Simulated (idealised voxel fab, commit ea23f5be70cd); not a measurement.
Module name: voxel self aligned vias (process module)
Cross-section cut spans 265 nm and uses square cells 5 nm in size.
Cross-sections here: square-cell grids, written as top-down lists of bands, a band being one or more rows of cells.
Within each band entry, the heights of the top and of the bottom of the band appear first, in that order and in nm; the materials of the band then follow from left to right, each with its corresponding width in nm. The designation "all across" on a single material indicates that it fills the band from edge to edge; the designation "blank" indicates empty space.
Ref level 0: as-received wafer is one material below here. Bottom band extends down with no lower bound ("0 -> down").
Top row gets the first number, bottom row gets the second, and each row in between changes by the same step: that is how a band width like "30 to 40" works.
Where the words "no change occurred" appear for a step, the cross-section shows no cell changed by that step; every cell remained as before.
"Sealed internal cavities" means: voids of 8 cells or more that are shut off from the top with no open way through. Written width x height at distance, distance from the left edge, in nm.
Anything after a step's settings on that line? It's the simulator's own note about the step.
Steps that use a mask can have "overlay nm" on their line. It says how far the mask sat to the right of where it was meant to be. Negative means to the left.

### Set out below are the planned steps of the process
1: RECEIVE (material Si)
2: CONFORMAL_DEP (material SiO2; thk nm 15)
3: CONFORMAL_DEP (material SiCN; thk nm 5)
4: DIRECTIONAL_DEP (material SiO2; thk nm 25)
5: PATTERN (tone open; mask id LINES; material resist; width nm 30; pitch nm 70; thk nm 20; overlay nm 0)
6: DIRECTIONAL_ETCH (etch materials SiO2; depth nm 25)
7: STRIP (etch materials resist)
8: CONFORMAL_DEP (material TiN; thk nm 5)
9: FILL_DEP (material Ru; thk nm 5)
10: CMP (height nm 45)
11: SELECTIVE_ETCH (etch materials W Ru TiN; depth nm 10)
12: FILL_DEP (material SiN; thk nm 10)
13: CMP (height nm 45)
14: DIRECTIONAL_DEP (material SiO2; thk nm 15)
15: DIRECTIONAL_DEP (material aC; thk nm 15)
16: PATTERN (tone open; mask id VIAS; material resist; width nm 40; pitch nm 70; thk nm 35; overlay nm 0)
17: DIRECTIONAL_ETCH (etch materials aC; depth nm 15)
18: STRIP (etch materials resist)
19: DIRECTIONAL_ETCH (etch materials SiO2; depth nm 15)
20: DIRECTIONAL_ETCH (etch materials SiN; depth nm 10)
21: STRIP (etch materials aC)
22: CONFORMAL_DEP (material TiN; thk nm 5)
23: FILL_DEP (material W; thk nm 10)
24: CMP (height nm 60)
25: CONFORMAL_DEP (material SiCN; thk nm 5)

### as received, after step 1
* 0 -> down: Si all across
* Sealed internal cavities: none

### Sectioned view, first of two wafers, at the close of the module, processed as intended in the plan
* 65 -> 60: SiCN all across
* 60 -> 50: 40 SiO2, then 5 TiN, then 30 W, then 5 TiN, then 30 SiO2, then 5 TiN, then 30 W, then 5 TiN, then 30 SiO2, then 5 TiN, then 30 W, then 5 TiN, then 45 SiO2
* 50 -> 40: 40 to 45 SiO2, then 10 to 5 TiN, then 20 W, then 10 to 5 TiN, then 30 to 40 SiO2, then 10 to 5 TiN, then 20 W, then 10 to 5 TiN, then 30 to 40 SiO2, then 10 to 5 TiN, then 20 W, then 10 to 5 TiN, then 45 to 50 SiO2
* 40 -> 35: 45 SiO2, then 30 TiN, then 40 SiO2, then 30 TiN, then 40 SiO2, then 30 TiN, then 50 SiO2
* 35 -> 25: 45 SiO2, then 5 TiN, then 20 Ru, then 5 TiN, then 40 SiO2, then 5 TiN, then 20 Ru, then 5 TiN, then 40 SiO2, then 5 TiN, then 20 Ru, then 5 TiN, then 50 SiO2
* 25 -> 20: 45 SiO2, then 30 TiN, then 40 SiO2, then 30 TiN, then 40 SiO2, then 30 TiN, then 50 SiO2
* 20 -> 15: SiCN all across
* 15 -> 0: SiO2 all across
* 0 -> down: Si all across
* Sealed internal cavities: none

### Second wafer of the two, sectioned at the end of the module. It began like the first and followed the same plan, but one mistake was made while running it
* 65 -> 60: SiO2 all across
* 60 -> 50: 40 SiO2, then 5 TiN, then 30 W, then 5 TiN, then 30 SiO2, then 5 TiN, then 30 W, then 5 TiN, then 30 SiO2, then 5 TiN, then 30 W, then 5 TiN, then 45 SiO2
* 50 -> 40: 40 to 45 SiO2, then 10 to 5 TiN, then 20 W, then 10 to 5 TiN, then 30 to 40 SiO2, then 10 to 5 TiN, then 20 W, then 10 to 5 TiN, then 30 to 40 SiO2, then 10 to 5 TiN, then 20 W, then 10 to 5 TiN, then 45 to 50 SiO2
* 40 -> 35: 45 SiO2, then 30 TiN, then 40 SiO2, then 30 TiN, then 40 SiO2, then 30 TiN, then 50 SiO2
* 35 -> 25: 45 SiO2, then 5 TiN, then 20 Ru, then 5 TiN, then 40 SiO2, then 5 TiN, then 20 Ru, then 5 TiN, then 40 SiO2, then 5 TiN, then 20 Ru, then 5 TiN, then 50 SiO2
* 25 -> 20: 45 SiO2, then 30 TiN, then 40 SiO2, then 30 TiN, then 40 SiO2, then 30 TiN, then 50 SiO2
* 20 -> 15: SiCN all across
* 15 -> 0: SiO2 all across
* 0 -> down: Si all across
* Sealed internal cavities: none
What was the processing mistake? step 25 ran with different settings than intended, the actual operation and settings being CONFORMAL_DEP (material SiO2; thk nm 5)
Looking at both finished wafers in cells, the second ends up ahead of or behind the first on some materials: SiCN -53; SiO2 +53
